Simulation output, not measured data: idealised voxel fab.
process module | voxel self aligned vias
cross-section cut | 285 nm wide | cells 5 nm
A cross-section is a grid of square cells, given in bands from the top down. A band is one or more rows of cells.
Each band's line starts with the height of the band's top and of its bottom, in nm. Then come its materials from left to right, each with its width in nm. One material with "throughout" fills the band from edge to edge. "air" is empty space.
Height 0 is the level under which the wafer as received is all one material. The lowest band goes on downwards, as in "0 down".
A width such as "30 to 40" changes by the same amount from each row of cells to the next, from the band's top row to its bottom row.
"no change" after a step means that no cell of the cross-section changed.
closed voids: empty space of 8 cells or more with no open way to the top, each as width x height at its distance from the left edge, in nm
after a step's settings: what the simulator itself notes on the step
overlay nm, on a step with a mask: how far to the right of its planned place the mask lay; to the left if negative
plan
1 op RECEIVE | material Si
2 op CONFORMAL_DEP | material SiO2 | thk nm 15
3 op CONFORMAL_DEP | material SiCN | thk nm 5
4 op DIRECTIONAL_DEP | material SiO2 | thk nm 20
5 op PATTERN | tone open | mask id LINES | material resist | width nm 20 | pitch nm 45 | thk nm 15 | overlay nm 0
6 op DIRECTIONAL_ETCH | etch materials SiO2 | depth nm 20
7 op STRIP | etch materials resist
8 op CONFORMAL_DEP | material TiN | thk nm 5
9 op FILL_DEP | material W | thk nm 5
10 op CMP | height nm 40
11 op SELECTIVE_ETCH | etch materials W Ru TiN | depth nm 5
12 op FILL_DEP | material SiN | thk nm 10
13 op CMP | height nm 40
14 op DIRECTIONAL_DEP | material SiO2 | thk nm 15
15 op DIRECTIONAL_DEP | material aC | thk nm 15
16 op PATTERN | tone open | mask id VIAS | material resist | width nm 30 | thk nm 30 | overlay nm 0
17 op DIRECTIONAL_ETCH | etch materials aC | depth nm 15
18 op STRIP | etch materials resist
19 op DIRECTIONAL_ETCH | etch materials SiO2 | depth nm 15
20 op DIRECTIONAL_ETCH | etch materials SiN | depth nm 5
21 op STRIP | etch materials aC
22 op CONFORMAL_DEP | material TiN | thk nm 5
23 op FILL_DEP | material W | thk nm 5
24 op CMP | height nm 55
25 op CONFORMAL_DEP | material SiN | thk nm 5
first wafer, as planned
as received, after step 1
  0 down: Si throughout
  closed voids: none
after step 2
  15 to 0: SiO2 throughout
  below 0: unchanged
after step 3
  20 to 15: SiCN throughout
  below 15: unchanged
after step 4
  40 to 20: SiO2 throughout
  below 20: unchanged
after step 5
  55 to 40: resist 110 | air 20 | resist 25 | air 20 | resist 110
  below 40: unchanged
after step 6
  55 to 40: resist 110 | air 20 | resist 25 | air 20 | resist 110
  40 to 20: SiO2 110 | air 20 | SiO2 25 | air 20 | SiO2 110
  below 20: unchanged
after step 7
  40 to 20: SiO2 110 | air 20 | SiO2 25 | air 20 | SiO2 110
  below 20: unchanged
after step 8
  45 to 40: TiN 115 | air 10 | TiN 35 | air 10 | TiN 115
  40 to 25: SiO2 110 | TiN 5 | air 10 | TiN 5 | SiO2 25 | TiN 5 | air 10 | TiN 5 | SiO2 110
  25 to 20: SiO2 110 | TiN 20 | SiO2 25 | TiN 20 | SiO2 110
  below 20: unchanged
after step 9
  50 to 45: W throughout
  45 to 40: TiN 115 | W 10 | TiN 35 | W 10 | TiN 115
  40 to 25: SiO2 110 | TiN 5 | W 10 | TiN 5 | SiO2 25 | TiN 5 | W 10 | TiN 5 | SiO2 110
  below 25: unchanged
after step 10
  40 to 25: SiO2 110 | TiN 5 | W 10 | TiN 5 | SiO2 25 | TiN 5 | W 10 | TiN 5 | SiO2 110
  below 25: unchanged
after step 11
  40 to 35: SiO2 110 | air 20 | SiO2 25 | air 20 | SiO2 110
  below 35: unchanged
after step 12
  50 to 40: SiN throughout
  40 to 35: SiO2 110 | SiN 20 | SiO2 25 | SiN 20 | SiO2 110
  below 35: unchanged
after step 13
  40 to 35: SiO2 110 | SiN 20 | SiO2 25 | SiN 20 | SiO2 110
  below 35: unchanged
after step 14
  55 to 40: SiO2 throughout
  below 40: unchanged
after step 15
  70 to 55: aC throughout
  below 55: unchanged
after step 16
  100 to 70: resist 105 | air 30 | resist 150
  below 70: unchanged
after step 17
  85 to 70: resist 105 | air 30 | resist 150
  70 to 55: aC 105 | air 30 | aC 150
  below 55: unchanged
after step 18
  70 to 55: aC 105 | air 30 | aC 150
  below 55: unchanged
after step 19
  70 to 55: aC 105 | air 30 | aC 150
  55 to 40: SiO2 105 | air 30 | SiO2 150
  below 40: unchanged
after step 20
  70 to 55: aC 105 | air 30 | aC 150
  55 to 40: SiO2 105 | air 30 | SiO2 150
  40 to 35: SiO2 110 | air 20 | SiO2 25 | SiN 20 | SiO2 110
  below 35: unchanged
after step 21
  55 to 40: SiO2 105 | air 30 | SiO2 150
  below 40: unchanged
after step 22
  60 to 55: TiN 110 | air 20 | TiN 155
  55 to 45: SiO2 105 | TiN 5 | air 20 | TiN 5 | SiO2 150
  45 to 40: SiO2 105 | TiN 10 | air 10 | TiN 10 | SiO2 150
  40 to 35: SiO2 110 | TiN 20 | SiO2 25 | SiN 20 | SiO2 110
  below 35: unchanged
after step 23
  65 to 60: W throughout
  60 to 55: TiN 110 | W 20 | TiN 155
  55 to 45: SiO2 105 | TiN 5 | W 20 | TiN 5 | SiO2 150
  45 to 40: SiO2 105 | TiN 10 | W 10 | TiN 10 | SiO2 150
  below 40: unchanged
after step 24
  55 to 45: SiO2 105 | TiN 5 | W 20 | TiN 5 | SiO2 150
  below 45: unchanged
after step 25
  60 to 55: SiN throughout
  below 55: unchanged
second wafer: like start, like plan, one mistake. Through step 22 it matches the first wafer
when step 23 should have ended
  65 to 60: SiCN throughout
  60 to 55: TiN 110 | SiCN 20 | TiN 155
  55 to 45: SiO2 105 | TiN 5 | SiCN 20 | TiN 5 | SiO2 150
  45 to 40: SiO2 105 | TiN 10 | SiCN 10 | TiN 10 | SiO2 150
  below 40: unchanged
when step 24 should have ended
  55 to 45: SiO2 105 | TiN 5 | SiCN 20 | TiN 5 | SiO2 150
  below 45: unchanged
when step 25 should have ended
  60 to 55: SiN throughout
  below 55: unchanged
what went wrong: step 23 ran as: op FILL_DEP | material SiCN | thk nm 5
at the end the second wafer has, in cells: 10 more of SiCN | 10 fewer of W
